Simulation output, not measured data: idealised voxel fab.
process module | voxel self aligned vias
cross-section cut | 235 nm wide | cells 5 nm
A cross-section is a grid of square cells, given in bands from the top down. A band is one or more rows of cells.
Each band's line starts with the height of the band's top and of its bottom, in nm. Then come its materials from left to right, each with its width in nm. One material with "throughout" fills the band from edge to edge. "air" is empty space.
Height 0 is the level under which the wafer as received is all one material. The lowest band goes on downwards, as in "0 down".
A width such as "30 to 40" changes by the same amount from each row of cells to the next, from the band's top row to its bottom row.
"no change" after a step means that no cell of the cross-section changed.
closed voids: empty space of 8 cells or more with no open way to the top, each as width x height at its distance from the left edge, in nm
after a step's settings: what the simulator itself notes on the step
overlay nm, on a step with a mask: how far to the right of its planned place the mask lay; to the left if negative
plan
1 op RECEIVE | material Si
2 op CONFORMAL_DEP | material SiO2 | thk nm 10
3 op CONFORMAL_DEP | material SiCN | thk nm 5
4 op DIRECTIONAL_DEP | material lowk | thk nm 25
5 op DIRECTIONAL_DEP | material aC | thk nm 15
6 op PATTERN | tone open | mask id LINES | material resist | width nm 20 | pitch nm 50 | thk nm 35 | overlay nm -15
7 op DIRECTIONAL_ETCH | etch materials aC | depth nm 15
8 op STRIP | etch materials resist
9 op DIRECTIONAL_ETCH | etch materials lowk | depth nm 25
10 op STRIP | etch materials aC
11 op CONFORMAL_DEP | material TiN | thk nm 5
12 op FILL_DEP | material Ru | thk nm 5
13 op CMP | height nm 40
14 op SELECTIVE_ETCH | etch materials W Ru TiN | depth nm 5
15 op FILL_DEP | material SiN | thk nm 5
16 op CMP | height nm 40
17 op DIRECTIONAL_DEP | material lowk | thk nm 20
18 op DIRECTIONAL_DEP | material aC | thk nm 15
19 op PATTERN | tone open | mask id VIAS | material resist | width nm 30 | thk nm 30 | overlay nm 0
20 op DIRECTIONAL_ETCH | etch materials aC | depth nm 15
21 op STRIP | etch materials resist
22 op DIRECTIONAL_ETCH | etch materials lowk | depth nm 20
23 op DIRECTIONAL_ETCH | etch materials SiN | depth nm 5
24 op STRIP | etch materials aC
25 op CONFORMAL_DEP | material TiN | thk nm 5
26 op FILL_DEP | material Ru | thk nm 5
27 op CMP | height nm 60
28 op CONFORMAL_DEP | material SiCN | thk nm 5
varied across the wafers: overlay nm of step 6. The plan shows the first wafer's value. All wafers start alike
first wafer as received, after step 1
  0 down: Si throughout
  closed voids: none
each wafer at the end: cells of each material gained (+) or lost (-) since it was received, then its closed voids
overlay nm -15 | +24 Ru | +94 SiCN | +6 SiN | +94 SiO2 | +34 TiN | +359 lowk | closed voids: none
overlay nm -10 | +25 Ru | +94 SiCN | +5 SiN | +94 SiO2 | +34 TiN | +359 lowk | closed voids: none
overlay nm -5 | +26 Ru | +94 SiCN | +4 SiN | +94 SiO2 | +34 TiN | +359 lowk | closed voids: none
overlay nm 0 | +26 Ru | +94 SiCN | +4 SiN | +94 SiO2 | +34 TiN | +359 lowk | closed voids: none
overlay nm 5 | +26 Ru | +94 SiCN | +4 SiN | +94 SiO2 | +34 TiN | +359 lowk | closed voids: none
overlay nm 10 | +25 Ru | +94 SiCN | +5 SiN | +94 SiO2 | +34 TiN | +359 lowk | closed voids: none
overlay nm 15 | +24 Ru | +94 SiCN | +6 SiN | +94 SiO2 | +34 TiN | +359 lowk | closed voids: none
